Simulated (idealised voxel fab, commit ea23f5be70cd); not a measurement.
Process module, titled voxel spacer lines
Section cut is 260 nm wide and gridded with 5 nm square cells.
A cross-section is written here as square cells arranged in a grid, and it is given in bands from the top down, each band taking up one or more rows of cells. What a band's entry tells you: where the top is and where the bottom is, as heights in nm, and after that what lies inside, material by material from left to right, each with its width in nm. Empty space is written as the word "blank", and a single material marked with the word "everywhere" occupies the band from edge to edge. Zero point of the height axis is 0; under it, received wafer = one material. Lowest band: continues down indefinitely, "0 and below". With a width like "30 to 40", each row of cells in the band differs from the next by the same amount, the top row carrying the first number and the bottom row the second. Take "no change" at face value: in the step it is given for, the cross-section changed in none of its cells. The entry titled "Non-vented voids" provides the empty spaces that have no open way to the top, restricted to those of 8 cells or more. Each is presented as width x height at distance, the distance being measured from the left edge, with all three in nm. Where a step's line continues beyond its settings, the continuation is a remark by the simulator itself on that step. A step line may carry the setting "overlay nm", which, for steps involving a mask, states the distance by which the mask lay to the right of its intended position; negative values denote displacement to the left.

PROCESS STEPS FORESEEN IN THE PLAN
1 op RECEIVE | material Si
2 op CONFORMAL_DEP | material Al2O3 | thk nm 5
3 op DIRECTIONAL_DEP | material SiN | thk nm 15
4 op DIRECTIONAL_DEP | material aC | thk nm 25
5 op PATTERN | tone cover | mask id MANDREL | material resist | width nm 15 | pitch nm 60 | thk nm 35 | overlay nm 0
6 op DIRECTIONAL_ETCH | etch materials aC | depth nm 25
7 op STRIP | etch materials resist
8 op CONFORMAL_DEP | material SiO2 | thk nm 10
9 op DIRECTIONAL_ETCH | etch materials SiO2 | depth nm 10
10 op STRIP | etch materials aC
11 op DIRECTIONAL_ETCH | etch materials SiN | depth nm 15
12 op STRIP | etch materials SiO2
varied across the wafers: width nm of step 5. The plan shows the first wafer's value. All wafers start alike

HERE'S THE FIRST OF THE WAFERS IN CROSS-SECTION, JUST AS WE GOT IT, I.E. AFTER STEP 1
	0 and below = Si everywhere
	Non-vented voids: none

CROSS-SECTION OF THE FIRST OF SEVERAL WAFERS ONCE THE MODULE HAS RUN THROUGH ITS LAST STEP, STEP 12
	20 down to 5 = blank 85 nm | SiN 10 nm | blank 15 nm | SiN 10 nm | blank 25 nm | SiN 10 nm | blank 15 nm | SiN 10 nm | blank 80 nm
	5 down to 0 = Al2O3 everywhere
	0 and below = Si everywhere
	Non-vented voids: none

FINAL WAFER OF SEVERAL, SHOWN IN CROSS-SECTION AT THE END OF THE MODULE
	20 down to 5 = blank 75 nm | SiN 10 nm | blank 35 nm | SiN 10 nm | blank 5 nm | SiN 10 nm | blank 35 nm | SiN 10 nm | blank 70 nm
	5 down to 0 = Al2O3 everywhere
	0 and below = Si everywhere
	Non-vented voids: none

NOTE: THE FOLLOWING TABLE IS ARRANGED BY WAFER, A ROW APIECE. EACH ROW REPORTS THE END-OF-MODULE STATE: PER MATERIAL, CELLS GAINED (+) OR CELLS LOST (-) COMPARED WITH THE WAFER AS RECEIVED; CLOSED VOIDS FOLLOW
width nm 15 | +52 Al2O3 | +24 SiN | Non-vented voids: none
width nm 20 | +52 Al2O3 | +24 SiN | Non-vented voids: none
width nm 25 | +52 Al2O3 | +24 SiN | Non-vented voids: none
width nm 30 | +52 Al2O3 | +24 SiN | Non-vented voids: none
width nm 35 | +52 Al2O3 | +24 SiN | Non-vented voids: none
